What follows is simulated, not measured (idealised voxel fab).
This section sets out a process module, namely voxel transistor to metal.
Section shown: cut. Width: 215 nm. Cell size: 5 nm, square.
Heads up, the way a cross-section reads in here is a grid of square cells, handed over as bands from the top down, with every band being one or more rows of cells.
Basically the band line says how high the top is and how high the bottom is, in nm, and then what's in it from left to right, every material with its width in nm. Empty space shows up as "blank", and if a single material carries "full width" it runs the full band edge to edge.
Below 0: as-received wafer, all one material; heights counted from there. Lowest band: no bottom, goes on down, written "0 and below".
Read "30->40" as a graded width: first number on top, second number at the bottom, same change between each pair of neighbouring rows.
Where a step carries "nothing was modified", the cross-section came out of it unchanged, cell for cell.
Look at "Unvented voids" for the closed voids: empty spaces with no open path to the top, sized 8 cells or up. Each is width x height at distance, distance from the left edge, all nm.
Note: text after step settings on the step line = simulator remark on that step.
overlay nm: step with mask; distance mask lay right of planned place; negative value = left of planned place.
Layout of what follows: cross-section pairs, each bracketing one process step, the after cross-section shown only to the lowest band that changed, the step between and its settings noted under each pair. Pairs may originate in different runs of this module on the same starting wafer; a pair continues from the pair above only where its entry headed "Pre-step profile" says so.

Pre-step profile
	30 down to 15 | 50 SiO2 | 20 blank | 75 SiO2 | 20 blank | 50 SiO2
	15 down to 5 | 85 W | 5 TiN | 5 HfO2 | 5 SiN | 15 SiO2 | 5 SiN | 5 HfO2 | 5 TiN | 85 W
	5 down to 0 | 40 TiN | 45 W | 5 TiN | 5 HfO2 | 5 SiN | 15 SiO2 | 5 SiN | 5 HfO2 | 5 TiN | 45 W | 40 TiN
	0 down to -5 | 35 HfO2 | 55 TiN | 5 HfO2 | 5 SiN | 15 SiO2 | 5 SiN | 5 HfO2 | 55 TiN | 35 HfO2
	-5 down to -10 | 30 SiO2 | 65 HfO2 | 5 SiO2 | 5 pSi | 5 SiO2 | 5 pSi | 5 SiO2 | 65 HfO2 | 30 SiO2
	-10 down to -15 | 45 SiO2 | 55 Si | 15 pSi | 55 Si | 45 SiO2
	-15 down to -45 | 45 SiO2 | 125 Si | 45 SiO2
	-45 and below | Si full width
	Unvented voids: none

Post-Process Section
	35 down to 30 | 55 TiN | 10 blank | 85 TiN | 10 blank | 55 TiN
	30 down to 20 | 50 SiO2 | 5 TiN | 10 blank | 5 TiN | 75 SiO2 | 5 TiN | 10 blank | 5 TiN | 50 SiO2
	20 down to 15 | 50 SiO2 | 20 TiN | 75 SiO2 | 20 TiN | 50 SiO2
	Whatever lies below 15 is exactly as it was before.
	Unvented voids: none
Intermediate step for the cross-sections above: CONFORMAL_DEP with material TiN, thk nm 5

Pre-step profile: the wafer arrives at this step looking as the after cross-section in the pair just above shows it.

Post-Process Section
	45 down to 35 | Ru full width
	35 down to 30 | 55 TiN | 10 Ru | 85 TiN | 10 Ru | 55 TiN
	30 down to 20 | 50 SiO2 | 5 TiN | 10 Ru | 5 TiN | 75 SiO2 | 5 TiN | 10 Ru | 5 TiN | 50 SiO2
	Whatever lies below 20 is exactly as it was before.
	Unvented voids: none
Intermediate step for the cross-sections above: FILL_DEP with material Ru, thk nm 10

Pre-step profile: the wafer arrives at this step looking as the after cross-section in the pair just above shows it.

Post-Process Section
	30 down to 20 | 50 SiO2 | 5 TiN | 10 Ru | 5 TiN | 75 SiO2 | 5 TiN | 10 Ru | 5 TiN | 50 SiO2
	Whatever lies below 20 is exactly as it was before.
	Unvented voids: none
Intermediate step for the cross-sections above: CMP with height nm 30

Pre-step profile: the wafer arrives at this step looking as the after cross-section in the pair just above shows it.

Post-Process Section
	35 down to 30 | TiN full width
	Whatever lies below 30 is exactly as it was before.
	Unvented voids: none
Intermediate step for the cross-sections above: DIRECTIONAL_DEP with material TiN, thk nm 5

Pre-step profile: the wafer arrives at this step looking as the after cross-section in the pair just above shows it.

Post-Process Section
	55 down to 35 | W full width
	Whatever lies below 35 is exactly as it was before.
	Unvented voids: none
Intermediate step for the cross-sections above: DIRECTIONAL_DEP with material W, thk nm 20

Pre-step profile: the wafer arrives at this step looking as the after cross-section in the pair just above shows it.

Post-Process Section
	70 down to 55 | 50 blank | 20 resist | 75 blank | 20 resist | 50 blank
	Whatever lies below 55 is exactly as it was before.
	Unvented voids: none
Intermediate step for the cross-sections above: PATTERN with tone cover, mask id METAL_1, material resist, width nm 20, pitch nm 95, thk nm 15, overlay nm 0

Pre-step profile: the wafer arrives at this step looking as the after cross-section in the pair just above shows it.

Post-Process Section
	70 down to 55 | 50 blank | 20 resist | 75 blank | 20 resist | 50 blank
	55 down to 35 | 50 blank | 20 W | 75 blank | 20 W | 50 blank
	Whatever lies below 35 is exactly as it was before.
	Unvented voids: none
Intermediate step for the cross-sections above: DIRECTIONAL_ETCH with etch materials W, depth nm 20

Pre-step profile: the wafer arrives at this step looking as the after cross-section in the pair just above shows it.

Post-Process Section
	70 down to 55 | 50 blank | 20 resist | 75 blank | 20 resist | 50 blank
	55 down to 35 | 50 blank | 20 W | 75 blank | 20 W | 50 blank
	35 down to 30 | 50 blank | 20 TiN | 75 blank | 20 TiN | 50 blank
	Whatever lies below 30 is exactly as it was before.
	Unvented voids: none
Intermediate step for the cross-sections above: DIRECTIONAL_ETCH with etch materials TiN, depth nm 5

Pre-step profile: the wafer arrives at this step looking as the after cross-section in the pair just above shows it.

Post-Process Section
	55 down to 35 | 50 blank | 20 W | 75 blank | 20 W | 50 blank
	Whatever lies below 35 is exactly as it was before.
	Unvented voids: none
Intermediate step for the cross-sections above: STRIP with etch materials resist

Pre-step profile: the wafer arrives at this step looking as the after cross-section in the pair just above shows it.

Post-Process Section
	60 down to 55 | 45 blank | 30 SiCN | 65 blank | 30 SiCN | 45 blank
	55 down to 35 | 45 blank | 5 SiCN | 20 W | 5 SiCN | 65 blank | 5 SiCN | 20 W | 5 SiCN | 45 blank
	35 down to 30 | 50 SiCN | 20 TiN | 75 SiCN | 20 TiN | 50 SiCN
	Whatever lies below 30 is exactly as it was before.
	Unvented voids: none
Intermediate step for the cross-sections above: CONFORMAL_DEP with material SiCN, thk nm 5

Pre-step profile: the wafer arrives at this step looking as the after cross-section in the pair just above shows it.

Post-Process Section
	65 down to 60 | lowk full width
	60 down to 55 | 45 lowk | 30 SiCN | 65 lowk | 30 SiCN | 45 lowk
	55 down to 35 | 45 lowk | 5 SiCN | 20 W | 5 SiCN | 65 lowk | 5 SiCN | 20 W | 5 SiCN | 45 lowk
	Whatever lies below 35 is exactly as it was before.
	Unvented voids: none
Intermediate step for the cross-sections above: FILL_DEP with material lowk, thk nm 5

Pre-step profile: the wafer arrives at this step looking as the after cross-section in the pair just above shows it.

Post-Process Section
	55 down to 35 | 45 lowk | 5 SiCN | 20 W | 5 SiCN | 65 lowk | 5 SiCN | 20 W | 5 SiCN | 45 lowk
	Whatever lies below 35 is exactly as it was before.
	Unvented voids: none
Intermediate step for the cross-sections above: CMP with height nm 55

Pre-step profile: the wafer arrives at this step looking as the after cross-section in the pair just above shows it.

Post-Process Section
	60 down to 55 | SiCN full width
	Whatever lies below 55 is exactly as it was before.
	Unvented voids: none
Intermediate step for the cross-sections above: CONFORMAL_DEP with material SiCN, thk nm 5

Pre-step profile: the wafer arrives at this step looking as the after cross-section in the pair just above shows it.

Post-Process Section
	85 down to 60 | lowk full width
	Whatever lies below 60 is exactly as it was before.
	Unvented voids: none
Intermediate step for the cross-sections above: DIRECTIONAL_DEP with material lowk, thk nm 25

Pre-step profile: the wafer arrives at this step looking as the after cross-section in the pair just above shows it.

Post-Process Section
	105 down to 85 | 50 resist | 15 blank | 80 resist | 15 blank | 55 resist
	Whatever lies below 85 is exactly as it was before.
	Unvented voids: none
Intermediate step for the cross-sections above: PATTERN with tone open, mask id METAL_2_HOLES, material resist, width nm 15, pitch nm 95, thk nm 20, overlay nm 0

Pre-step profile: the wafer arrives at this step looking as the after cross-section in the pair just above shows it.

Post-Process Section
	105 down to 85 | 50 resist | 15 blank | 80 resist | 15 blank | 55 resist
	85 down to 60 | 50 lowk | 15 blank | 80 lowk | 15 blank | 55 lowk
	Whatever lies below 60 is exactly as it was before.
	Unvented voids: none
Intermediate step for the cross-sections above: DIRECTIONAL_ETCH with etch materials lowk, depth nm 25

Pre-step profile: the wafer arrives at this step looking as the after cross-section in the pair just above shows it.

Post-Process Section
	85 down to 60 | 50 lowk | 15 blank | 80 lowk | 15 blank | 55 lowk
	Whatever lies below 60 is exactly as it was before.
	Unvented voids: none
Intermediate step for the cross-sections above: STRIP with etch materials resist

Pre-step profile: the wafer arrives at this step looking as the after cross-section in the pair just above shows it.

Post-Process Section
	95 down to 85 | 50 aC | 15 blank | 80 aC | 15 blank | 55 aC
	85 down to 70 | 50 lowk | 15 blank | 80 lowk | 15 blank | 55 lowk
	70 down to 60 | 50 lowk | 15 aC | 80 lowk | 15 aC | 55 lowk
	Whatever lies below 60 is exactly as it was before.
	Unvented voids: none
Intermediate step for the cross-sections above: DIRECTIONAL_DEP with material aC, thk nm 10

Pre-step profile: the wafer arrives at this step looking as the after cross-section in the pair just above shows it.

Post-Process Section
	120 down to 95 | 50 resist | 20 blank | 75 resist | 20 blank | 50 resist
	Whatever lies below 95 is exactly as it was before.
	Unvented voids: none
Intermediate step for the cross-sections above: PATTERN with tone open, mask id METAL_2, material resist, width nm 20, pitch nm 95, thk nm 25, overlay nm 0

Pre-step profile: the wafer arrives at this step looking as the after cross-section in the pair just above shows it.

Post-Process Section
	110 down to 95 | 50 resist | 20 blank | 75 resist | 20 blank | 50 resist
	95 down to 85 | 50 aC | 20 blank | 75 aC | 20 blank | 50 aC
	85 down to 60 | 50 lowk | 15 blank | 80 lowk | 15 blank | 55 lowk
	Whatever lies below 60 is exactly as it was before.
	Unvented voids: none
Intermediate step for the cross-sections above: DIRECTIONAL_ETCH with etch materials aC, depth nm 10

Pre-step profile: the wafer arrives at this step looking as the after cross-section in the pair just above shows it.

Post-Process Section
	95 down to 85 | 50 aC | 20 blank | 75 aC | 20 blank | 50 aC
	Whatever lies below 85 is exactly as it was before.
	Unvented voids: none
Intermediate step for the cross-sections above: STRIP with etch materials resist

Pre-step profile: the wafer arrives at this step looking as the after cross-section in the pair just above shows it.

Post-Process Section
	95 down to 85 | 50 aC | 20 blank | 75 aC | 20 blank | 50 aC
	85 down to 70 | 50 lowk | 20 blank | 75 lowk | 20 blank | 50 lowk
	Whatever lies below 70 is exactly as it was before.
	Unvented voids: none
Intermediate step for the cross-sections above: DIRECTIONAL_ETCH with etch materials lowk, depth nm 15

Pre-step profile: the wafer arrives at this step looking as the after cross-section in the pair just above shows it.

Post-Process Section
	95 down to 85 | 50 aC | 20 blank | 75 aC | 20 blank | 50 aC
	85 down to 70 | 50 lowk | 20 blank | 75 lowk | 20 blank | 50 lowk
	70 down to 60 | 50 lowk | 15 blank | 80 lowk | 15 blank | 55 lowk
	60 down to 55 | 50 SiCN | 15 blank | 80 SiCN | 15 blank | 55 SiCN
	Whatever lies below 55 is exactly as it was before.
	Unvented voids: none
Intermediate step for the cross-sections above: DIRECTIONAL_ETCH with etch materials SiCN, depth nm 5

Pre-step profile: the wafer arrives at this step looking as the after cross-section in the pair just above shows it.

Post-Process Section
	85 down to 70 | 50 lowk | 20 blank | 75 lowk | 20 blank | 50 lowk
	Whatever lies below 70 is exactly as it was before.
	Unvented voids: none
Intermediate step for the cross-sections above: STRIP with etch materials aC

Pre-step profile: the wafer arrives at this step looking as the after cross-section in the pair just above shows it.

Post-Process Section
	90 down to 85 | 55 TiN | 10 blank | 85 TiN | 10 blank | 55 TiN
	85 down to 75 | 50 lowk | 5 TiN | 10 blank | 5 TiN | 75 lowk | 5 TiN | 10 blank | 5 TiN | 50 lowk
	75 down to 70 | 50 lowk | 5 TiN | 5 blank | 10 TiN | 75 lowk | 5 TiN | 5 blank | 10 TiN | 50 lowk
	70 down to 60 | 50 lowk | 5 TiN | 5 blank | 5 TiN | 80 lowk | 5 TiN | 5 blank | 5 TiN | 55 lowk
	60 down to 55 | 50 SiCN | 15 TiN | 80 SiCN | 15 TiN | 55 SiCN
	Whatever lies below 55 is exactly as it was before.
	Unvented voids: none
Intermediate step for the cross-sections above: CONFORMAL_DEP with material TiN, thk nm 5

Pre-step profile: the wafer arrives at this step looking as the after cross-section in the pair just above shows it.

Post-Process Section
	95 down to 90 | Ru full width
	90 down to 85 | 55 TiN | 10 Ru | 85 TiN | 10 Ru | 55 TiN
	85 down to 75 | 50 lowk | 5 TiN | 10 Ru | 5 TiN | 75 lowk | 5 TiN | 10 Ru | 5 TiN | 50 lowk
	75 down to 70 | 50 lowk | 5 TiN | 5 Ru | 10 TiN | 75 lowk | 5 TiN | 5 Ru | 10 TiN | 50 lowk
	70 down to 60 | 50 lowk | 5 TiN | 5 Ru | 5 TiN | 80 lowk | 5 TiN | 5 Ru | 5 TiN | 55 lowk
	Whatever lies below 60 is exactly as it was before.
	Unvented voids: none
Intermediate step for the cross-sections above: FILL_DEP with material Ru, thk nm 5

Pre-step profile: the wafer arrives at this step looking as the after cross-section in the pair just above shows it.

Post-Process Section
	85 down to 75 | 50 lowk | 5 TiN | 10 Ru | 5 TiN | 75 lowk | 5 TiN | 10 Ru | 5 TiN | 50 lowk
	Whatever lies below 75 is exactly as it was before.
	Unvented voids: none
Intermediate step for the cross-sections above: CMP with height nm 85

Pre-step profile: the wafer arrives at this step looking as the after cross-section in the pair just above shows it.

Post-Process Section
	90 down to 85 | SiCN full width
	Whatever lies below 85 is exactly as it was before.
	Unvented voids: none
Intermediate step for the cross-sections above: CONFORMAL_DEP with material SiCN, thk nm 5
